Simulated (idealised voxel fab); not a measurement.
Proc. module: voxel wiring stack
This is section cut - it's 230 nm across, gridded in 5 nm square cells.
Square cells in a grid make up a cross-section in this document, and the grid is given as bands, listed from the top down, each one or more rows of cells. Heights first: top, then bottom, in nm. Then materials, left to right, each with a width in nm. "all across" on a single material: fills the band edge to edge. "air": empty space. We count height from 0. Below that, the starting wafer is all one material. The lowest band never ends at the bottom but goes on down; see "top 0, no bottom" for how that is written. A two-number width, for instance "30->40", indicates that the width is equal to the first number in the top row of the band and to the second number in the bottom row, and that it changes by a constant amount per row of cells. For the purposes of this document, the phrase "identical to before" attached to a step denotes that no cell within the cross-section was modified by that step. Any empty space of 8 cells or more lacking an open way to the top shows up in "Enclosed void entries" as width x height at distance, distance from the left edge, in nm. On each step's line, the part that comes after the settings is the simulator's own comment on the step. Each step line may optionally specify "overlay nm", which for a step with a mask gives the rightward distance between the mask's planned place and where it lay, a negative value indicating the leftward direction.
So here's the lineup of process steps we planned:
1) RECEIVE (material Si)
2) CONFORMAL_DEP (material SiO2; thk nm 10)
3) DIRECTIONAL_DEP (material TiN; thk nm 5)
4) DIRECTIONAL_DEP (material W; thk nm 25)
5) DIRECTIONAL_DEP (material aC; thk nm 15)
6) PATTERN (tone cover; mask id METAL_1; material resist; width nm 15; pitch nm 45; thk nm 35; overlay nm 0)
7) DIRECTIONAL_ETCH (etch materials aC; depth nm 15)
8) STRIP (etch materials resist)
9) DIRECTIONAL_ETCH (etch materials W; depth nm 25)
10) DIRECTIONAL_ETCH (etch materials TiN; depth nm 5)
11) STRIP (etch materials aC)
12) CONFORMAL_DEP (material SiCN; thk nm 5)
13) FILL_DEP (material lowk; thk nm 5)
14) CMP (height nm 40)
15) CONFORMAL_DEP (material SiCN; thk nm 5)
16) DIRECTIONAL_DEP (material SiO2; thk nm 25)
17) MASKED_ETCH (tone open; mask id METAL_2; width nm 20; pitch nm 45; etch materials SiO2; depth nm 15; overlay nm 0)
18) PATTERN (tone open; mask id METAL_2_HOLES; material resist; width nm 15; pitch nm 90; thk nm 15; overlay nm 0)
19) DIRECTIONAL_ETCH (etch materials SiO2; depth nm 10)
20) DIRECTIONAL_ETCH (etch materials SiCN; depth nm 5)
21) STRIP (etch materials resist)
22) CONFORMAL_DEP (material TiN; thk nm 5)
23) FILL_DEP (material Cu; thk nm 5)
24) CMP (height nm 70)
25) CONFORMAL_DEP (material SiCN; thk nm 5)
Same starting wafers, different width nm at step 6. Plan value belongs to the first wafer.
Here's the first of the wafers in cross-section, just as we got it, i.e. after step 1:
top 0, no bottom: Si all across
Enclosed void entries: none
Where each wafer stands at the end of the module, a row apiece: cells of each material gained (+) or lost (-) since it was received, then closed voids:
width nm 15; +22 Cu; +160 SiCN; +262 SiO2; +56 TiN; +60 W; +130 lowk; Enclosed void entries: none
width nm 20; +22 Cu; +156 SiCN; +262 SiO2; +60 TiN; +80 W; +110 lowk; Enclosed void entries: none
width nm 25; +22 Cu; +152 SiCN; +262 SiO2; +64 TiN; +100 W; +90 lowk; Enclosed void entries: none
width nm 30; +22 Cu; +148 SiCN; +262 SiO2; +68 TiN; +120 W; +70 lowk; Enclosed void entries: none
